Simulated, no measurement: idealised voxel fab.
process module | voxel plated lines
cross-section cut | 275 nm wide | cells 5 nm
A cross-section is a grid of square cells, given in bands from the top down. A band is one or more rows of cells.
Each band's line starts with the height of the band's top and of its bottom, in nm. Then come its materials from left to right, each with its width in nm. One material with "throughout" fills the band from edge to edge. "air" is empty space.
Height 0 is the level under which the wafer as received is all one material. The lowest band goes on downwards, as in "0 down".
A width such as "30 to 40" changes by the same amount from each row of cells to the next, from the band's top row to its bottom row.
"no change" after a step means that no cell of the cross-section changed.
closed voids: empty space of 8 cells or more with no open way to the top, each as width x height at its distance from the left edge, in nm
after a step's settings: what the simulator itself notes on the step
overlay nm, on a step with a mask: how far to the right of its planned place the mask lay; to the left if negative
plan
1 op RECEIVE | material Si
2 op CONFORMAL_DEP | material Al2O3 | thk nm 5
3 op DIRECTIONAL_DEP | material TiN | thk nm 5
4 op PATTERN | tone open | mask id LINES | material resist | width nm 30 | pitch nm 45 | thk nm 25 | overlay nm 0
5 op EPI | material Ru | thk nm 10
6 op EPI | material Ru | thk nm 10
7 op STRIP | etch materials resist
8 op DIRECTIONAL_ETCH | etch materials TiN | depth nm 5
9 op CONFORMAL_DEP | material SiO2 | thk nm 5
as received, after step 1
  0 down: Si throughout
  closed voids: none
first wafer at the end, as planned
  35 to 30: air 95 | SiO2 40 | air 5 | SiO2 40 | air 95
  30 to 10: air 95 | SiO2 5 | Ru 30 | SiO2 5 | air 5 | SiO2 5 | Ru 30 | SiO2 5 | air 95
  10 to 5: SiO2 100 | TiN 30 | SiO2 15 | TiN 30 | SiO2 100
  5 to 0: Al2O3 throughout
  0 down: Si throughout
  closed voids: none
second wafer at the end: like start, like plan, one mistake
  25 to 20: air 95 | SiO2 40 | air 5 | SiO2 40 | air 95
  20 to 10: air 95 | SiO2 5 | Ru 30 | SiO2 5 | air 5 | SiO2 5 | Ru 30 | SiO2 5 | air 95
  10 to 5: SiO2 100 | TiN 30 | SiO2 15 | TiN 30 | SiO2 100
  5 to 0: Al2O3 throughout
  0 down: Si throughout
  closed voids: none
what went wrong: one of the steps 5 and 6, which are alike, was left out
at the end the second wafer has, in cells: 24 fewer of Ru | 8 fewer of SiO2
